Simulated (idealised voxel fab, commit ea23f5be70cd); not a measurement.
process module | voxel trench capacitor
cross-section cut | 235 nm wide | cells 5 nm
A cross-section is a grid of square cells, given in bands from the top down. A band is one or more rows of cells.
Each band's line starts with the height of the band's top and of its bottom, in nm. Then come its materials from left to right, each with its width in nm. One material with "throughout" fills the band from edge to edge. "air" is empty space.
Height 0 is the level under which the wafer as received is all one material. The lowest band goes on downwards, as in "0 down".
A width such as "30 to 40" changes by the same amount from each row of cells to the next, from the band's top row to its bottom row.
"no change" after a step means that no cell of the cross-section changed.
closed voids: empty space of 8 cells or more with no open way to the top, each as width x height at its distance from the left edge, in nm
after a step's settings: what the simulator itself notes on the step
overlay nm, on a step with a mask: how far to the right of its planned place the mask lay; to the left if negative
plan
1 op RECEIVE | material Si
2 op CONFORMAL_DEP | material SiN | thk nm 5
3 op MASKED_ETCH | tone open | mask id TRENCH | width nm 25 | pitch nm 55 | etch materials SiN | depth nm 5 | overlay nm 0
4 op MASKED_ETCH | tone open | mask id TRENCH | width nm 25 | pitch nm 55 | etch materials Si | depth nm 40 | overlay nm 0
5 op CONFORMAL_DEP | material Al2O3 | thk nm 5
6 op FILL_DEP | material polySi | thk nm 10
7 op CMP | height nm 5
as received, after step 1
  0 down: Si throughout
  closed voids: none
first wafer at the end, as planned
  5 to 0: SiN 50 | Al2O3 5 | polySi 15 | Al2O3 5 | SiN 30 | Al2O3 5 | polySi 15 | Al2O3 5 | SiN 30 | Al2O3 5 | polySi 15 | Al2O3 5 | SiN 50
  0 to -35: Si 50 | Al2O3 5 | polySi 15 | Al2O3 5 | Si 30 | Al2O3 5 | polySi 15 | Al2O3 5 | Si 30 | Al2O3 5 | polySi 15 | Al2O3 5 | Si 50
  -35 to -40: Si 50 | Al2O3 25 | Si 30 | Al2O3 25 | Si 30 | Al2O3 25 | Si 50
  -40 down: Si throughout
  closed voids: none
second wafer at the end: like start, like plan, one mistake
  5 to 0: SiN 55 | polySi 15 | SiN 40 | polySi 15 | SiN 40 | polySi 15 | SiN 55
  0 to -35: Si 50 | SiN 5 | polySi 15 | SiN 5 | Si 30 | SiN 5 | polySi 15 | SiN 5 | Si 30 | SiN 5 | polySi 15 | SiN 5 | Si 50
  -35 to -40: Si 50 | SiN 25 | Si 30 | SiN 25 | Si 30 | SiN 25 | Si 50
  -40 down: Si throughout
  closed voids: none
what went wrong: step 5 ran as: op CONFORMAL_DEP | material SiN | thk nm 5
at the end the second wafer has, in cells: 63 fewer of Al2O3 | 63 more of SiN
